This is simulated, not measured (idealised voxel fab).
You're looking at the process module voxel wiring stack.
Each square cell in cross-section cut measures 5 nm, and the section as a whole is 180 nm wide.
When this document writes out a cross-section, it uses a grid of square cells and lists it as bands, beginning at the top and moving down, with a band standing for one or more rows of cells.
Band: top and bottom heights (nm) first, top before bottom; then materials from left to right, widths in nm. "all across" marks a sole material filling the band edge to edge. "blank" denotes empty space.
All heights in this document are referenced to 0, defined as the level beneath which the wafer, as received, consists entirely of one material. The lowest band is not bounded below; it extends indefinitely downward and is written in the form "z 0 and below".
A two-number width, for instance "30->40", indicates that the width is equal to the first number in the top row of the band and to the second number in the bottom row, and that it changes by a constant amount per row of cells.
What does "no change" mean for a step? It means no cell of the cross-section changed in that step.
Voids not open to the top, 8 cells minimum: see "Catalogued sealed voids". Written width x height at distance; distance is from the left edge; nm.
It should be noted that, on the line of a given step, the content following the step's settings is a remark produced by the simulator itself with respect to that step.
overlay nm: step with mask; distance mask lay right of planned place; negative value = left of planned place.
So here's the lineup of process steps we planned
1: RECEIVE: material Si
2: CONFORMAL_DEP: material SiO2, thk nm 10
3: DIRECTIONAL_DEP: material TiN, thk nm 5
4: DIRECTIONAL_DEP: material W, thk nm 15
5: DIRECTIONAL_DEP: material aC, thk nm 15
6: PATTERN: tone cover, mask id METAL_1, material resist, width nm 20, pitch nm 45, thk nm 30, overlay nm 0
7: DIRECTIONAL_ETCH: etch materials aC, depth nm 15
8: STRIP: etch materials resist
9: DIRECTIONAL_ETCH: etch materials W, depth nm 15
10: DIRECTIONAL_ETCH: etch materials TiN, depth nm 5
11: STRIP: etch materials aC
12: FILL_DEP: material SiO2, thk nm 10
13: CMP: height nm 30
14: CONFORMAL_DEP: material SiCN, thk nm 5
15: DIRECTIONAL_DEP: material lowk, thk nm 35
16: DIRECTIONAL_DEP: material aC, thk nm 15
17: PATTERN: tone open, mask id METAL_2_HOLES, material resist, width nm 15, thk nm 35, overlay nm 0
18: DIRECTIONAL_ETCH: etch materials aC, depth nm 15
19: STRIP: etch materials resist
20: DIRECTIONAL_ETCH: etch materials lowk, depth nm 35
21: STRIP: etch materials aC
22: DIRECTIONAL_DEP: material aC, thk nm 15
23: PATTERN: tone open, mask id METAL_2, material resist, width nm 20, pitch nm 45, thk nm 30, overlay nm 0
24: DIRECTIONAL_ETCH: etch materials aC, depth nm 15
25: STRIP: etch materials resist
26: DIRECTIONAL_ETCH: etch materials lowk, depth nm 20
27: DIRECTIONAL_ETCH: etch materials SiCN, depth nm 5
28: STRIP: etch materials aC
29: CONFORMAL_DEP: material TiN, thk nm 5
30: FILL_DEP: material Cu, thk nm 5
31: CMP: height nm 70
32: CONFORMAL_DEP: material SiN, thk nm 5
Incoming wafer in cross-section (state: after step 1)
  z 0 and below  Si all across
  Catalogued sealed voids: none
Module complete - cross-section of the first of two wafers, run according to plan
  z 75 to 70  SiN all across
  z 70 to 55  lowk: 55 | TiN: 5 | Cu: 10 | TiN: 5 | lowk: 25 | TiN: 5 | Cu: 10 | TiN: 5 | lowk: 60
  z 55 to 50  lowk: 55 | TiN: 5 | Cu: 5 | TiN: 10 | lowk: 25 | TiN: 20 | lowk: 60
  z 50 to 35  lowk: 55 | TiN: 5 | Cu: 5 | TiN: 5 | lowk: 110
  z 35 to 30  SiCN: 55 | TiN: 15 | SiCN: 110
  z 30 to 15  SiO2: 55 | W: 20 | SiO2: 25 | W: 20 | SiO2: 60
  z 15 to 10  SiO2: 55 | TiN: 20 | SiO2: 25 | TiN: 20 | SiO2: 60
  z 10 to 0  SiO2 all across
  z 0 and below  Si all across
  Catalogued sealed voids: none
End-of-module cross-section of the second wafer: identical starting point and process plan to the first, with one processing mistake
  z 75 to 70  SiN all across
  z 70 to 55  lowk: 50 | TiN: 5 | Cu: 20 | TiN: 5 | lowk: 15 | TiN: 5 | Cu: 20 | TiN: 5 | lowk: 55
  z 55 to 50  lowk: 50 | TiN: 10 | Cu: 5 | TiN: 15 | lowk: 15 | TiN: 30 | lowk: 55
  z 50 to 35  lowk: 55 | TiN: 5 | Cu: 5 | TiN: 5 | lowk: 110
  z 35 to 30  SiCN: 55 | TiN: 15 | SiCN: 110
  z 30 to 15  SiO2: 55 | W: 20 | SiO2: 25 | W: 20 | SiO2: 60
  z 15 to 10  SiO2: 55 | TiN: 20 | SiO2: 25 | TiN: 20 | SiO2: 60
  z 10 to 0  SiO2 all across
  z 0 and below  Si all across
  Catalogued sealed voids: none
Plan not followed: it should be noted that step 23 was executed with settings other than those planned, the operation and settings actually applied being PATTERN: tone open, mask id METAL_2, material resist, width nm 30, pitch nm 45, thk nm 30, overlay nm 0
Looking at both finished wafers in cells, the second ends up ahead of or behind the first on some materials: 12 more of Cu; 4 more of TiN; 16 fewer of lowk
